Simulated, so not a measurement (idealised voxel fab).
You're looking at the process module voxel double patterning.
Pictured: cross-section cut, 265 nm wide, on a grid of 5 nm square cells.
A cross-section is a grid of square cells, given in bands from the top down. A band is one or more rows of cells. Band: top height; bottom height; in nm. Then, left to right: material with width in nm, for each material. "everywhere": a single material spanning edge to edge. "blank": empty space. Measure heights from 0. That's the level where, below it, the as-received wafer is all one material. The lowest band is bottomless and extends downward; write it as in "top 0, no bottom". Graded width ("30..40"): value in top row of band = first number; value in bottom row = second number; row-to-row change constant. "identical to before" for a step: no cell of the cross-section changed in that step. So "Voids lacking openings" is basically the list of trapped voids: any empty space of 8 cells or more that can't reach the top through an opening. They're written width x height at distance, the distance being from the left edge, and it's all nm. Note: text after step settings on the step line = simulator remark on that step. The optional step-line setting "overlay nm" applies to steps with a mask and quantifies how far to the right of its planned location the mask lay, a negative value indicating leftward placement.

# Below is the list of planned process steps
1) op RECEIVE | material Si
2) op CONFORMAL_DEP | material SiO2 | thk nm 5
3) op DIRECTIONAL_DEP | material polySi | thk nm 20
4) op DIRECTIONAL_DEP | material SiN | thk nm 5
5) op PATTERN | tone open | mask id FIRST | material resist | width nm 15 | pitch nm 50 | thk nm 15 | overlay nm 0
6) op DIRECTIONAL_ETCH | etch materials SiN | depth nm 5
7) op STRIP | etch materials resist
8) op DIRECTIONAL_DEP | material aC | thk nm 10
9) op PATTERN | tone open | mask id SECOND | material resist | width nm 15 | pitch nm 50 | thk nm 30 | overlay nm 0
10) op DIRECTIONAL_ETCH | etch materials aC | depth nm 10
11) op STRIP | etch materials resist
12) op DIRECTIONAL_ETCH | etch materials SiN | depth nm 5
13) op STRIP | etch materials aC
14) op DIRECTIONAL_ETCH | etch materials polySi | depth nm 20
15) op STRIP | etch materials SiN
Every wafer here starts from the same state; it is the step 5 width nm that distinguishes them, and the value the plan gives belongs to the first wafer.

# Step 1 complete: as-received cross-section of the first of several wafers
top 0, no bottom = Si everywhere
Voids lacking openings: none

# Every row in this table is a wafer at the end of the module, and it gives, for each of the materials, the cells that wafer has gained (+) or lost (-) since it was received, then its closed voids
width nm 15 | +53 SiO2 | +152 polySi | Voids lacking openings: none
width nm 20 | +53 SiO2 | +140 polySi | Voids lacking openings: none
width nm 25 | +53 SiO2 | +128 polySi | Voids lacking openings: none
width nm 30 | +53 SiO2 | +116 polySi | Voids lacking openings: none
